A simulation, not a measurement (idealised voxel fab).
voxel fin reveal: a process module
It is cross-section cut that appears here, measuring 205 nm in width, its square cells being 5 nm in size.
How to read a cross-section here: the picture is a grid of square cells, written as bands going from the top down, and any band can span one or more rows of cells.
The entry gives the band's vertical extent as a top height and a bottom height in nm, then its horizontal make-up as materials from left to right, each with a width in nm. "empty" stands for empty space; a single material marked "all across" fills the band edge to edge.
For the purposes of this specification, 0 denotes the height below which the wafer in its as-received condition is composed wholly of one material, and the lowermost band, lacking a lower limit, extends downward without end, as expressed in "0..down".
Note: "30 to 40" means the width goes from the first number (top row of the band) to the second number (bottom row) in equal steps per row of cells.
Reading "no alteration" for a step: not a cell of the cross-section changed in it.
Each empty space that has no open way to the top and spans at least 8 cells appears under "Entrapped voids" as width x height at distance, the distance counted from the left edge, all in nm.
Note: text after step settings on the step line = simulator remark on that step.
Among the settings permitted on a step's line is "overlay nm"; applied to a step with a mask, it specifies the extent to which the mask lay to the right of its planned position, whereas a negative figure signifies a position to the left.
PLANNED PROCESS STEPS
1,RECEIVE with material Si
2,CONFORMAL_DEP with material SiN, thk nm 10
3,DIRECTIONAL_DEP with material aC, thk nm 10
4,PATTERN with tone cover, mask id FINS, material resist, width nm 15, pitch nm 35, thk nm 30, overlay nm 0
5,DIRECTIONAL_ETCH with etch materials aC, depth nm 10
6,STRIP with etch materials resist
7,DIRECTIONAL_ETCH with etch materials SiN, depth nm 10
8,DIRECTIONAL_ETCH with etch materials Si, depth nm 35
9,STRIP with etch materials aC
10,FILL_DEP with material SiO2, thk nm 5
11,CMP with height nm 10
12,SELECTIVE_ETCH with etch materials SiO2, depth nm 20
13,STRIP with etch materials SiN
14,CONFORMAL_DEP with material HfO2, thk nm 5
CROSS-SECTION: WAFER ON ARRIVAL = AFTER STEP 1
> 0..down = Si all across
> Entrapped voids: none
CROSS-SECTION, FIRST OF TWO WAFERS, END OF MODULE, RUN AS PLANNED
> 5..0 = 55 empty | 25 HfO2 | 10 empty | 25 HfO2 | 10 empty | 25 HfO2 | 55 empty
> 0..-5 = 55 empty | 5 HfO2 | 15 Si | 5 HfO2 | 10 empty | 5 HfO2 | 15 Si | 5 HfO2 | 10 empty | 5 HfO2 | 15 Si | 5 HfO2 | 55 empty
> -5..-10 = 60 HfO2 | 15 Si | 20 HfO2 | 15 Si | 20 HfO2 | 15 Si | 60 HfO2
> -10..-35 = 60 SiO2 | 15 Si | 20 SiO2 | 15 Si | 20 SiO2 | 15 Si | 60 SiO2
> -35..down = Si all across
> Entrapped voids: none
CROSS-SECTIONAL VIEW OF THE SECOND OF TWO WAFERS UPON COMPLETION OF THE MODULE. THIS WAFER SHARED ITS STARTING CONDITION AND PROCESS PLAN WITH THE FIRST; ONE ERROR WAS MADE DURING ITS EXECUTION
> 5..0 = 55 empty | 25 HfO2 | 10 empty | 25 HfO2 | 10 empty | 25 HfO2 | 55 empty
> 0..-5 = 55 empty | 5 HfO2 | 15 Si | 5 HfO2 | 10 empty | 5 HfO2 | 15 Si | 5 HfO2 | 10 empty | 5 HfO2 | 15 Si | 5 HfO2 | 55 empty
> -5..-10 = 60 HfO2 | 15 Si | 20 HfO2 | 15 Si | 20 HfO2 | 15 Si | 60 HfO2
> -10..-70 = 60 SiO2 | 15 Si | 20 SiO2 | 15 Si | 20 SiO2 | 15 Si | 60 SiO2
> -70..down = Si all across
> Entrapped voids: none
The mistake made against the process plan was this: yeah, plan step 8 got run twice
In the final state, the cell counts of the second wafer exceed or fall short of those of the first for the following materials: Si: 224 fewer; SiO2: 224 more
